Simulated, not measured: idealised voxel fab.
This section sets out a process module, namely voxel spacer lines.
The cross-section shown here is cut; it is 300 nm wide and divided into square cells measuring 5 nm on a side.
Heads up, the way a cross-section reads in here is a grid of square cells, handed over as bands from the top down, with every band being one or more rows of cells. The entry gives the band's vertical extent as a top height and a bottom height in nm, then its horizontal make-up as materials from left to right, each with a width in nm. "empty" stands for empty space; a single material marked "all across" fills the band edge to edge. Ref level 0: as-received wafer is one material below here. Bottom band extends down with no lower bound ("0 down"). Width spec "30..40" -> top row of cells at first value, bottom row at second value, equal per-row change in between. "nothing was modified", as given for a step, is the statement that not any cell of the cross-section underwent a change during that step. Heads up: "Voids, enclosed" only lists the empty pockets with no open path to the top that are 8 cells or more, and it writes them as width x height at distance, distance from the left edge, in nm. Text after the settings on a step's line: the simulator's own remark on that step. "overlay nm" on a masked step: distance the mask lay right of its planned place, negative for left.

**So here's the lineup of process steps we planned**
1 RECEIVE (material Si)
2 CONFORMAL_DEP (material SiO2; thk nm 5)
3 DIRECTIONAL_DEP (material W; thk nm 10)
4 DIRECTIONAL_DEP (material polySi; thk nm 30)
5 PATTERN (tone cover; mask id MANDREL; material resist; width nm 20; pitch nm 70; thk nm 35; overlay nm 0)
6 DIRECTIONAL_ETCH (etch materials polySi; depth nm 30)
7 STRIP (etch materials resist)
8 CONFORMAL_DEP (material SiN; thk nm 15)
9 DIRECTIONAL_ETCH (etch materials SiN; depth nm 15)
10 STRIP (etch materials polySi)
11 DIRECTIONAL_ETCH (etch materials W; depth nm 10)
12 STRIP (etch materials SiN)
13 FILL_DEP (material SiO2; thk nm 5)
14 CMP (height nm 15)

**Incoming wafer, cross-sectional view, post step 1**
> 0 down  Si all across
> Voids, enclosed: none

**First of two wafers: cross-section at end of module, run per plan**
> 15 to 5  SiO2=55 | W=15 | SiO2=20 | W=15 | SiO2=20 | W=15 | SiO2=20 | W=15 | SiO2=20 | W=15 | SiO2=20 | W=15 | SiO2=55
> 5 to 0  SiO2 all across
> 0 down  Si all across
> Voids, enclosed: none

**Cross-sectional view: second of two wafers, end of module; start and plan identical to the first, one mistake in running**
> 15 to 5  SiO2=60 | W=15 | SiO2=15 | W=15 | SiO2=25 | W=15 | SiO2=15 | W=15 | SiO2=25 | W=15 | SiO2=15 | W=15 | SiO2=55
> 5 to 0  SiO2 all across
> 0 down  Si all across
> Voids, enclosed: none
Diagnosis: step 5: run off-plan, actual operation and settings PATTERN (tone cover; mask id MANDREL; material resist; width nm 15; pitch nm 70; thk nm 35; overlay nm 0)
at the end the second wafer has, in cells: as many of each material as the first, in other places
